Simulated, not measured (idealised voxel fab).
This is a process module. Its name is voxel trench capacitor.
Shown is cross-section cut, with a width of 270 nm and square cells of size 5 nm.
In what follows, cross-sections appear as grids of square cells, described through bands that run from the top down, where every band is one or more rows of cells. Quick guide to a band line: top height, bottom height (nm) up front; then every material left to right with its width in nm. Only one material and it's marked "throughout"? Then it fills the band edge to edge. And "blank" just means empty space. Height is counted from the level 0, under which the received wafer is composed throughout of one material. The lowest of the bands is not closed at the bottom but continues downward, in the notation "0..down". Width spec "30 to 40" -> top row of cells at first value, bottom row at second value, equal per-row change in between. What does "all unchanged" mean for a step? It means no cell of the cross-section changed in that step. The label "Fully sealed cavities" introduces a list of the empty spaces, 8 cells or larger, that have no open way up to the top; each entry in it reads width x height at distance, where the distance is taken from the left edge and all three are stated in nm. What comes after the settings on a step's line is commentary from the simulator itself on that step. overlay nm: for a step with a mask, the amount by which the mask lay right of where it was planned; a negative amount means left of it.

# This section lists the process steps that were planned
- 1: RECEIVE,material Si
- 2: CONFORMAL_DEP,material SiN,thk nm 10
- 3: DIRECTIONAL_DEP,material aC,thk nm 15
- 4: PATTERN,tone open,mask id TRENCH,material resist,width nm 25,pitch nm 40,thk nm 35,overlay nm 0
- 5: DIRECTIONAL_ETCH,etch materials aC,depth nm 15
- 6: STRIP,etch materials resist
- 7: DIRECTIONAL_ETCH,etch materials SiN,depth nm 10
- 8: DIRECTIONAL_ETCH,etch materials Si,depth nm 30
- 9: STRIP,etch materials aC
- 10: CONFORMAL_DEP,material HfO2,thk nm 5
- 11: CONFORMAL_DEP,material TiN,thk nm 5
- 12: FILL_DEP,material W,thk nm 5
- 13: CMP,height nm 10

# So this is the incoming wafer in cross-section - it's already been through step 1
* 0..down | Si throughout
* Fully sealed cavities: none

# Same starting wafer, same plan as above, one mistake in the execution; this is the cross-section at the end of the module
* 10..0 | SiN (85), then HfO2 (5), then TiN (5), then HfO2 (5), then SiN (25), then HfO2 (5), then TiN (5), then HfO2 (5), then SiN (25), then HfO2 (5), then TiN (5), then HfO2 (5), then SiN (90)
* 0..-25 | Si (85), then HfO2 (5), then TiN (5), then HfO2 (5), then Si (25), then HfO2 (5), then TiN (5), then HfO2 (5), then Si (25), then HfO2 (5), then TiN (5), then HfO2 (5), then Si (90)
* -25..-30 | Si (85), then HfO2 (15), then Si (25), then HfO2 (15), then Si (25), then HfO2 (15), then Si (90)
* -30..down | Si throughout
* Fully sealed cavities: none
What went wrong in running the wafer? in deviation from the planned setting, step 4 was conducted as PATTERN,tone open,mask id TRENCH,material resist,width nm 15,pitch nm 40,thk nm 35,overlay nm 0
